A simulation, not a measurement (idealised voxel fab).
The name of this process module is voxel self aligned contacts.
This is section cut - it's 210 nm across, gridded in 5 nm square cells.
We lay out every cross-section as a grid of square cells and spell it out in bands from the top down, where one band means one or more rows of cells.
Top height, bottom height, nm. Materials left to right, width each, nm. Single material + "everywhere" = fills band edge to edge. "air" = empty.
All heights in this document are referenced to 0, defined as the level beneath which the wafer, as received, consists entirely of one material. The lowest band is not bounded below; it extends indefinitely downward and is written in the form "0..down".
The two numbers in a width such as "30->40" mark its ends across the band: the first belongs to the top row of cells, the second to the bottom row, and from each row to the next the width moves by the same amount.
Where a step carries "nothing was modified", the cross-section came out of it unchanged, cell for cell.
In "Voids, enclosed" the enclosed voids are listed, meaning empty spaces of 8 cells or larger without any opening to the top. The form is width x height at distance, distance from the left edge, units nm.
Step line, after settings: the simulator's comment on this step.
Steps that use a mask can have "overlay nm" on their line. It says how far the mask sat to the right of where it was meant to be. Negative means to the left.

## Steps in the process plan
1. RECEIVE: material Si
2. OXIDIZE: depth nm 5
3. DIRECTIONAL_DEP: material polySi, thk nm 30
4. DIRECTIONAL_DEP: material SiN, thk nm 15
5. DIRECTIONAL_DEP: material aC, thk nm 10
6. PATTERN: tone cover, mask id GATE, material resist, width nm 25, pitch nm 55, thk nm 25, overlay nm 0
7. DIRECTIONAL_ETCH: etch materials aC, depth nm 10
8. STRIP: etch materials resist
9. DIRECTIONAL_ETCH: etch materials SiN, depth nm 15
10. DIRECTIONAL_ETCH: etch materials polySi, depth nm 30
11. STRIP: etch materials aC
12. CONFORMAL_DEP: material SiN, thk nm 5
13. DIRECTIONAL_ETCH: etch materials SiN, depth nm 5
14. FILL_DEP: material SiO2, thk nm 15
15. CMP: height nm 55
16. PATTERN: tone open, mask id CONTACT, material resist, width nm 40, pitch nm 55, thk nm 20, overlay nm 0
17. DIRECTIONAL_ETCH: etch materials SiO2, depth nm 60
18. STRIP: etch materials resist
19. CONFORMAL_DEP: material TiN, thk nm 5
20. FILL_DEP: material Ru, thk nm 10
21. CMP: height nm 55
22. CONFORMAL_DEP: material SiN, thk nm 5

## Incoming wafer, cross-sectional view, post step 1
> 0..down: Si everywhere
> Voids, enclosed: none

## This is how the wafer looks in cross-section once the module is done, given the starting state and plan above and one mistake in carrying the plan out
> 60..55: SiN everywhere
> 55..50: 55 SiO2  5 TiN  30 Ru  5 TiN  15 SiO2  5 TiN  30 Ru  5 TiN  60 SiO2
> 50..45: 55 SiO2  40 TiN  15 SiO2  40 TiN  60 SiO2
> 45..30: 40 SiN  15 SiO2  40 SiN  15 SiO2  40 SiN  15 SiO2  45 SiN
> 30..0: 35 polySi  5 SiN  15 SiO2  5 SiN  30 polySi  5 SiN  15 SiO2  5 SiN  30 polySi  5 SiN  15 SiO2  5 SiN  40 polySi
> 0..-5: SiO2 everywhere
> -5..down: Si everywhere
> Voids, enclosed: none
What was done differently from what was planned? step 6 was not run as planned; what actually ran was PATTERN: tone open, mask id GATE, material resist, width nm 25, pitch nm 55, thk nm 25, overlay nm 0
